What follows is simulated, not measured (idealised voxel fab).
Process module name: voxel self aligned vias
It is cross-section cut that appears here, measuring 165 nm in width, its square cells being 5 nm in size.
Cross-section format: a grid of square cells, given as bands from top to bottom; each band is one or more rows of cells.
For a band, the entry starts with two heights in nm, that of the top and then that of the bottom, and carries on with the band's materials in order from left to right, each alongside its width in nm; the word "full width" beside a single material means it fills the band edge to edge, and "air" means empty space.
Height 0 is the level under which the wafer as received is all one material. The lowest band goes on downwards, as in "0 nm and below".
A two-number width, for instance "30->40", indicates that the width is equal to the first number in the top row of the band and to the second number in the bottom row, and that it changes by a constant amount per row of cells.
A step reported as "nothing was modified" is a step in which no cell of the cross-section changed.
Any empty space of 8 cells or more lacking an open way to the top shows up in "Closed cavity list" as width x height at distance, distance from the left edge, in nm.
Where a step's line continues beyond its settings, the continuation is a remark by the simulator itself on that step.
When a step includes a mask, the "overlay nm" setting on its line states how far to the right of its planned place that mask lay, and negative values state how far to the left.

[Process steps foreseen in the plan]
- 1: RECEIVE (material Si)
- 2: CONFORMAL_DEP (material SiO2; thk nm 15)
- 3: CONFORMAL_DEP (material SiCN; thk nm 5)
- 4: DIRECTIONAL_DEP (material lowk; thk nm 20)
- 5: PATTERN (tone open; mask id LINES; material resist; width nm 20; pitch nm 60; thk nm 15; overlay nm 0)
- 6: DIRECTIONAL_ETCH (etch materials lowk; depth nm 20)
- 7: STRIP (etch materials resist)
- 8: CONFORMAL_DEP (material TiN; thk nm 5)
- 9: FILL_DEP (material Ru; thk nm 10)
- 10: CMP (height nm 40)
- 11: SELECTIVE_ETCH (etch materials W Ru TiN; depth nm 5)
- 12: FILL_DEP (material SiN; thk nm 10)
- 13: CMP (height nm 40)
- 14: DIRECTIONAL_DEP (material lowk; thk nm 20)
- 15: MASKED_ETCH (tone open; mask id VIAS; width nm 40; etch materials lowk; depth nm 20; overlay nm 0)
- 16: MASKED_ETCH (tone open; mask id VIAS; width nm 40; etch materials SiN; depth nm 5; overlay nm 0)
- 17: CONFORMAL_DEP (material TiN; thk nm 5)
- 18: FILL_DEP (material W; thk nm 10)
- 19: CMP (height nm 60)
- 20: CONFORMAL_DEP (material SiCN; thk nm 5)

[Cross-section of the wafer as it came to us, i.e., already through step 1]
* 0 nm and below | Si full width
* Closed cavity list: none

[Starting structure and process plan are as shown above, but one mistake was made in running the module; the wafer cross-section at the end of the module follows]
* 65 nm to 60 nm | SiCN full width
* 60 nm to 45 nm | 30 lowk / 5 TiN / 30 W / 5 TiN / 95 lowk
* 45 nm to 40 nm | 30 lowk / 5 TiN / 10 W / 25 TiN / 95 lowk
* 40 nm to 35 nm | 30 lowk / 20 TiN / 40 lowk / 20 SiN / 55 lowk
* 35 nm to 25 nm | 30 lowk / 5 TiN / 10 Ru / 5 TiN / 40 lowk / 5 TiN / 10 Ru / 5 TiN / 55 lowk
* 25 nm to 20 nm | 30 lowk / 20 TiN / 40 lowk / 20 TiN / 55 lowk
* 20 nm to 15 nm | SiCN full width
* 15 nm to 0 nm | SiO2 full width
* 0 nm and below | Si full width
* Closed cavity list: none
Diagnosis: the process deviated at step 5: the operation and settings actually run there were PATTERN (tone open; mask id LINES; material resist; width nm 20; pitch nm 60; thk nm 15; overlay nm -10)
